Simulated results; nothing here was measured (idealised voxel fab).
The document below concerns the process module designated voxel double patterning.
The cross-section on display is named cut; it measures 285 nm wide, and its cells are 5 nm squares.
A cross-section is a grid of square cells, given in bands from the top down. A band is one or more rows of cells. Top, bottom (nm), then materials left to right with widths (nm); lone material tagged "all across" fills the whole band edge to edge; "empty" = empty space. Heights from 0 (as-received wafer is one material below). Bottom band endless downward, as "top 0, no bottom". Think of "30 to 40" as a width that walks from the first number to the second as you go down the band, top row to bottom row, taking equal-sized steps from row to row. It should be understood that the words "stayed the same", when stated for a given step, signify that the cross-section underwent no change in any of its cells during that step. Empty spaces counting at least 8 cells and having no open way to the top are listed in "Closed void register". The notation width x height at distance is used for each, the distance being from the left edge and all three values in nm. It should be noted that, on the line of a given step, the content following the step's settings is a remark produced by the simulator itself with respect to that step. The line of a step may include "overlay nm". On a step with a mask, this value is how far to the right of its planned place the mask lay. A negative value means the mask lay to the left.
## Intended process steps
| 1 | op RECEIVE | material Si |
| 2 | op CONFORMAL_DEP | material SiO2 | thk nm 5 |
| 3 | op DIRECTIONAL_DEP | material polySi | thk nm 20 |
| 4 | op DIRECTIONAL_DEP | material SiCN | thk nm 5 |
| 5 | op MASKED_ETCH | tone open | mask id FIRST | width nm 15 | pitch nm 50 | etch materials SiCN | depth nm 5 | overlay nm 0 |
| 6 | op MASKED_ETCH | tone open | mask id SECOND | width nm 15 | etch materials SiCN | depth nm 5 | overlay nm 0 |
| 7 | op DIRECTIONAL_ETCH | etch materials polySi | depth nm 20 |
| 8 | op STRIP | etch materials SiCN |
## Cross-section of the wafer upon arrival, representing the state reached after step 1
- top 0, no bottom | Si all across
- Closed void register: none
## The cross-section shown corresponds to the wafer at the conclusion of the module. The initial structure and the process plan are those presented above; however, one mistake occurred in executing the plan
- top 25, bottom 5 | polySi 110 nm | empty 15 nm | polySi 5 nm | empty 15 nm | polySi 15 nm | empty 15 nm | polySi 110 nm
- top 5, bottom 0 | SiO2 all across
- top 0, no bottom | Si all across
- Closed void register: none
Diagnosis: step 6 deviated from plan and actually ran as op MASKED_ETCH | tone open | mask id SECOND | width nm 15 | etch materials SiCN | depth nm 5 | overlay nm -5
